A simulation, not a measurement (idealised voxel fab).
Documented hereafter: the process module known as voxel capacitor over wiring.
Cross-section cut spans 280 nm and uses square cells 5 nm in size.
Reading order for cross-sections: top band down to bottom band. Underlying form: a grid of square cells. Band size: one or more rows of cells. The entry gives the band's vertical extent as a top height and a bottom height in nm, then its horizontal make-up as materials from left to right, each with a width in nm. "empty" stands for empty space; a single material marked "all across" fills the band edge to edge. Below 0: as-received wafer, all one material; heights counted from there. Lowest band: no bottom, goes on down, written "0 nm and below". Quick explanation for "30 to 40": the width changes in equal steps down the rows of cells, from the first number in the band's top row to the second number in its bottom row. When a step is marked "remains unaltered", none of the cells in the cross-section changed during that step. Under "Entrapped void list" you'll find the enclosed gaps, the ones with no way out to the top, that are 8 cells or bigger; each reads width x height at distance, with distance counted from the left edge, everything in nm. Where a step's line continues beyond its settings, the continuation is a remark by the simulator itself on that step. Steps that use a mask can have "overlay nm" on their line. It says how far the mask sat to the right of where it was meant to be. Negative means to the left.

Process steps (planned):
| 1 | op RECEIVE | material Si |
| 2 | op CONFORMAL_DEP | material SiO2 | thk nm 15 |
| 3 | op CONFORMAL_DEP | material SiN | thk nm 5 |
| 4 | op DIRECTIONAL_DEP | material lowk | thk nm 20 |
| 5 | op PATTERN | tone open | mask id METAL_1 | material resist | width nm 30 | pitch nm 80 | thk nm 15 | overlay nm 0 |
| 6 | op DIRECTIONAL_ETCH | etch materials lowk | depth nm 20 |
| 7 | op DIRECTIONAL_ETCH | etch materials SiN | depth nm 5 |
| 8 | op STRIP | etch materials resist |
| 9 | op CONFORMAL_DEP | material TiN | thk nm 5 |
| 10 | op FILL_DEP | material W | thk nm 5 |
| 11 | op CMP | height nm 40 |
| 12 | op CONFORMAL_DEP | material SiCN | thk nm 5 |
| 13 | op DIRECTIONAL_DEP | material SiO2 | thk nm 10 |
| 14 | op DIRECTIONAL_DEP | material aC | thk nm 10 |
| 15 | op PATTERN | tone open | mask id PLUG_1 | material resist | width nm 15 | thk nm 30 | overlay nm 0 |
| 16 | op DIRECTIONAL_ETCH | etch materials aC | depth nm 10 |
| 17 | op STRIP | etch materials resist |
| 18 | op DIRECTIONAL_ETCH | etch materials SiO2 | depth nm 10 |
| 19 | op DIRECTIONAL_ETCH | etch materials SiCN | depth nm 5 |
| 20 | op STRIP | etch materials aC |
| 21 | op CONFORMAL_DEP | material TiN | thk nm 5 |
| 22 | op FILL_DEP | material Ru | thk nm 5 |
| 23 | op CMP | height nm 55 |
| 24 | op DIRECTIONAL_DEP | material TiN | thk nm 10 |
| 25 | op DIRECTIONAL_DEP | material Al2O3 | thk nm 5 |
| 26 | op DIRECTIONAL_DEP | material TiN | thk nm 5 |
| 27 | op MASKED_ETCH | tone cover | mask id UPPER_PLATE | width nm 55 | etch materials TiN | depth nm 5 | overlay nm 0 |
| 28 | op MASKED_ETCH | tone cover | mask id UPPER_PLATE | width nm 55 | etch materials Al2O3 | depth nm 5 | overlay nm 0 |
| 29 | op PATTERN | tone cover | mask id LOWER_PLATE | material resist | width nm 65 | thk nm 15 | overlay nm 0 |
| 30 | op DIRECTIONAL_ETCH | etch materials TiN | depth nm 5 |
| 31 | op STRIP | etch materials resist |
| 32 | op FILL_DEP | material SiO2 | thk nm 15 |
| 33 | op CMP | height nm 85 |
| 34 | op PATTERN | tone open | mask id PLUG_2 | material resist | width nm 15 | thk nm 15 | overlay nm 0 |
| 35 | op DIRECTIONAL_ETCH | etch materials SiO2 | depth nm 10 |
| 36 | op STRIP | etch materials resist |
| 37 | op CONFORMAL_DEP | material TiN | thk nm 5 |
| 38 | op FILL_DEP | material Cu | thk nm 5 |
| 39 | op CMP | height nm 85 |
| 40 | op CONFORMAL_DEP | material SiCN | thk nm 5 |
The depth nm used in step 30 is not the same on every wafer, whereas the starting condition is; the value printed in the plan is the first wafer's.

The first of several wafers in cross-section, exactly as it reached us after step 1:
> 0 nm and below  Si all across
> Entrapped void list: none

Shown in cross-section: the first of several wafers at the end of the module, after its last step, step 40:
> 90 nm to 85 nm  SiCN all across
> 85 nm to 80 nm  SiO2 110 nm / TiN 5 nm / Cu 5 nm / TiN 5 nm / SiO2 155 nm
> 80 nm to 70 nm  SiO2 110 to 100 nm / TiN 15 to 55 nm / SiO2 155 to 125 nm
> 70 nm to 65 nm  SiO2 100 nm / Al2O3 55 nm / SiO2 125 nm
> 65 nm to 60 nm  SiO2 95 nm / TiN 65 nm / SiO2 120 nm
> 60 nm to 55 nm  TiN all across
> 55 nm to 45 nm  SiO2 100 nm / TiN 5 nm / Ru 5 nm / TiN 5 nm / SiO2 165 nm
> 45 nm to 40 nm  SiCN 100 nm / TiN 15 nm / SiCN 165 nm
> 40 nm to 20 nm  lowk 85 nm / TiN 5 nm / W 20 nm / TiN 5 nm / lowk 50 nm / TiN 5 nm / W 20 nm / TiN 5 nm / lowk 85 nm
> 20 nm to 15 nm  SiN 85 nm / TiN 30 nm / SiN 50 nm / TiN 30 nm / SiN 85 nm
> 15 nm to 0 nm  SiO2 all across
> 0 nm and below  Si all across
> Entrapped void list: none

Cross-sectional view of the final wafer of several at the module's end:
> 90 nm to 85 nm  SiCN all across
> 85 nm to 80 nm  SiO2 110 nm / TiN 5 nm / Cu 5 nm / TiN 5 nm / SiO2 155 nm
> 80 nm to 70 nm  SiO2 110 to 100 nm / TiN 15 to 55 nm / SiO2 155 to 125 nm
> 70 nm to 65 nm  SiO2 100 nm / Al2O3 55 nm / SiO2 125 nm
> 65 nm to 55 nm  SiO2 95 nm / TiN 65 nm / SiO2 120 nm
> 55 nm to 45 nm  SiO2 100 nm / TiN 5 nm / Ru 5 nm / TiN 5 nm / SiO2 165 nm
> 45 nm to 40 nm  SiCN 100 nm / TiN 15 nm / SiCN 165 nm
> 40 nm to 20 nm  lowk 85 nm / TiN 5 nm / W 20 nm / TiN 5 nm / lowk 50 nm / TiN 5 nm / W 20 nm / TiN 5 nm / lowk 85 nm
> 20 nm to 15 nm  SiN 85 nm / TiN 30 nm / SiN 50 nm / TiN 30 nm / SiN 85 nm
> 15 nm to 0 nm  SiO2 all across
> 0 nm and below  Si all across
> Entrapped void list: none

Rows = wafers. At module end, each row lists per material the cells gained (+) or lost (-) since the wafer was received, then the closed voids:
depth nm 5 | +11 Al2O3 | +1 Cu | +2 Ru | +109 SiCN | +44 SiN | +513 SiO2 | +120 TiN | +32 W | +176 lowk | Entrapped void list: none
depth nm 10 | +11 Al2O3 | +1 Cu | +2 Ru | +109 SiCN | +44 SiN | +556 SiO2 | +77 TiN | +32 W | +176 lowk | Entrapped void list: none
depth nm 15 | +11 Al2O3 | +1 Cu | +2 Ru | +109 SiCN | +44 SiN | +556 SiO2 | +77 TiN | +32 W | +176 lowk | Entrapped void list: none
depth nm 20 | +11 Al2O3 | +1 Cu | +2 Ru | +109 SiCN | +44 SiN | +556 SiO2 | +77 TiN | +32 W | +176 lowk | Entrapped void list: none
depth nm 25 | +11 Al2O3 | +1 Cu | +2 Ru | +109 SiCN | +44 SiN | +556 SiO2 | +77 TiN | +32 W | +176 lowk | Entrapped void list: none
